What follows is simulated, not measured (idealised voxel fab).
The process module presented herein is designated voxel tone inversion.
The width of the displayed cross-section, cut, is 225 nm; its cells are square, with a size of 5 nm.
Think of the cross-section as a grid of square cells. We describe it in bands, top to bottom, and each band covers one or more rows of those cells. For a band, the entry starts with two heights in nm, that of the top and then that of the bottom, and carries on with the band's materials in order from left to right, each alongside its width in nm; the word "everywhere" beside a single material means it fills the band edge to edge, and "blank" means empty space. Heads up on the height convention: 0 is the point under which the incoming wafer is all one material, and the lowest band has no bottom, it just keeps going down, like "0 and below". Per-row width for "30..40": begins at first number (top row of band), ends at second number (bottom row), increment between rows held constant. Any step labelled "no change occurred" changed none of the cells in the cross-section. "Fully closed voids" enumerates empty spaces isolated from the top, with no open way to it, that contain at least 8 cells, giving each as width x height at distance from the left edge, all three in nm. Heads up: the bit after the settings on a step's line is the simulator's remark on that step. The setting "overlay nm" may be written on the line of a step. When the step uses a mask, the value reports how far to the right of the planned place the mask lay, and a negative value reports that it lay to the left.
## Process steps foreseen in the plan
1 RECEIVE (material Si)
2 CONFORMAL_DEP (material SiCN; thk nm 5)
3 DIRECTIONAL_DEP (material polySi; thk nm 25)
4 PATTERN (tone cover; mask id POSTS; material resist; width nm 25; pitch nm 50; thk nm 35; overlay nm 0)
5 DIRECTIONAL_ETCH (etch materials polySi; depth nm 25)
6 STRIP (etch materials resist)
7 FILL_DEP (material lowk; thk nm 5)
8 CMP (height nm 30)
9 STRIP (etch materials polySi)
## Cross-section of the wafer at receipt, which is the condition after step 1
0 and below  Si everywhere
Fully closed voids: none
## Cross-section, first of two wafers, end of module, run as planned
30 down to 5  lowk 75  blank 25  lowk 25  blank 25  lowk 75
5 down to 0  SiCN everywhere
0 and below  Si everywhere
Fully closed voids: none
## Wafer two, sectioned after the module: the first wafer's start, the first wafer's plan, and one mistake in how it was run
30 down to 25  SiCN everywhere
25 down to 0  polySi everywhere
0 and below  Si everywhere
Fully closed voids: none
Deviation from plan: steps 2 and 3 of the plan were run in the wrong order, each in the other's place
In the final state, the cell counts of the second wafer exceed or fall short of those of the first for the following materials: lowk -175, polySi +225
